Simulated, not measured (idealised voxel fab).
Name of the process module below: voxel capacitor over wiring
The width of the displayed cross-section, cut, is 270 nm; its cells are square, with a size of 5 nm.
Reading order for cross-sections: top band down to bottom band. Underlying form: a grid of square cells. Band size: one or more rows of cells. Band: top and bottom heights (nm) first, top before bottom; then materials from left to right, widths in nm. "edge to edge" marks a sole material filling the band edge to edge. "air" denotes empty space. Measure heights from 0. That's the level where, below it, the as-received wafer is all one material. The lowest band is bottomless and extends downward; write it as in "top 0, no bottom". Think of "30 to 40" as a width that walks from the first number to the second as you go down the band, top row to bottom row, taking equal-sized steps from row to row. The cross-section has no changed cell in any step marked "nothing got changed". Closed empty spaces (no open way to the top) of 8 cells or more are what "Internal closed voids" lists, each as width x height at distance from the left edge, nm for all three. Read whatever lies past the settings on a step's line as the simulator's own remark about the step. overlay nm, on a step with a mask: how far to the right of its planned place the mask lay; to the left if negative.

### List of planned process steps
1) RECEIVE [material Si]
2) CONFORMAL_DEP [material SiO2] [thk nm 10]
3) CONFORMAL_DEP [material SiN] [thk nm 5]
4) DIRECTIONAL_DEP [material SiO2] [thk nm 20]
5) MASKED_ETCH [tone open] [mask id METAL_1] [width nm 20] [pitch nm 85] [etch materials SiO2] [depth nm 20] [overlay nm 0]
6) MASKED_ETCH [tone open] [mask id METAL_1] [width nm 20] [pitch nm 85] [etch materials SiN] [depth nm 5] [overlay nm 0]
7) CONFORMAL_DEP [material TiN] [thk nm 5]
8) FILL_DEP [material Cu] [thk nm 10]
9) CMP [height nm 35]
10) CONFORMAL_DEP [material SiCN] [thk nm 5]
11) DIRECTIONAL_DEP [material lowk] [thk nm 20]
12) DIRECTIONAL_DEP [material aC] [thk nm 15]
13) PATTERN [tone open] [mask id PLUG_1] [material resist] [width nm 15] [thk nm 35] [overlay nm 0]
14) DIRECTIONAL_ETCH [etch materials aC] [depth nm 15]
15) STRIP [etch materials resist]
16) DIRECTIONAL_ETCH [etch materials lowk] [depth nm 20]
17) DIRECTIONAL_ETCH [etch materials SiCN] [depth nm 5]
18) STRIP [etch materials aC]
19) CONFORMAL_DEP [material TiN] [thk nm 5]
20) FILL_DEP [material Ru] [thk nm 5]
21) CMP [height nm 60]
22) DIRECTIONAL_DEP [material TiN] [thk nm 10]
23) DIRECTIONAL_DEP [material HfO2] [thk nm 5]
24) DIRECTIONAL_DEP [material TiN] [thk nm 5]
25) DIRECTIONAL_DEP [material aC] [thk nm 10]
26) PATTERN [tone cover] [mask id UPPER_PLATE] [material resist] [width nm 70] [thk nm 25] [overlay nm 0]
27) DIRECTIONAL_ETCH [etch materials aC] [depth nm 10]
28) STRIP [etch materials resist]
29) DIRECTIONAL_ETCH [etch materials TiN] [depth nm 5]
30) DIRECTIONAL_ETCH [etch materials HfO2] [depth nm 5]
31) STRIP [etch materials aC]
32) DIRECTIONAL_DEP [material aC] [thk nm 15]
33) PATTERN [tone cover] [mask id LOWER_PLATE] [material resist] [width nm 80] [thk nm 30] [overlay nm 0]
34) DIRECTIONAL_ETCH [etch materials aC] [depth nm 15]
35) STRIP [etch materials resist]
36) DIRECTIONAL_ETCH [etch materials TiN] [depth nm 10]
37) STRIP [etch materials aC]
38) FILL_DEP [material SiO2] [thk nm 20]
39) CMP [height nm 95]
40) PATTERN [tone open] [mask id PLUG_2] [material resist] [width nm 15] [thk nm 15] [overlay nm 0]
41) DIRECTIONAL_ETCH [etch materials SiO2] [depth nm 15]
42) STRIP [etch materials resist]
43) CONFORMAL_DEP [material TiN] [thk nm 5]
44) FILL_DEP [material Cu] [thk nm 10]
45) CMP [height nm 95]
46) CONFORMAL_DEP [material SiCN] [thk nm 5]

### Cross-section of the wafer at receipt, which is the condition after step 1
	top 0, no bottom = Si edge to edge
	Internal closed voids: none

### Cross-section at module end, one run error; start and plan unchanged from above
	top 100, bottom 95 = SiCN edge to edge
	top 95, bottom 85 = 95 of SiO2; 5 of TiN; 5 of Cu; 5 of TiN; 160 of SiO2
	top 85, bottom 80 = 95 of SiO2; 15 of TiN; 160 of SiO2
	top 80, bottom 75 = SiO2 edge to edge
	top 75, bottom 70 = 85 of SiO2; 70 of HfO2; 115 of SiO2
	top 70, bottom 60 = 80 of TiN; 5 of SiO2; 70 of TiN; 5 of SiO2; 110 of TiN
	top 60, bottom 40 = 85 of lowk; 5 of TiN; 5 of Ru; 5 of TiN; 170 of lowk
	top 40, bottom 35 = 85 of SiCN; 15 of TiN; 170 of SiCN
	top 35, bottom 15 = 80 of SiO2; 5 of TiN; 10 of Cu; 5 of TiN; 65 of SiO2; 5 of TiN; 10 of Cu; 5 of TiN; 85 of SiO2
	top 15, bottom 10 = 80 of SiN; 20 of TiN; 65 of SiN; 20 of TiN; 85 of SiN
	top 10, bottom 0 = SiO2 edge to edge
	top 0, no bottom = Si edge to edge
	Internal closed voids: none
Run error: off-plan run, step 33, actual operation and settings PATTERN [tone open] [mask id LOWER_PLATE] [material resist] [width nm 80] [thk nm 30] [overlay nm 0]
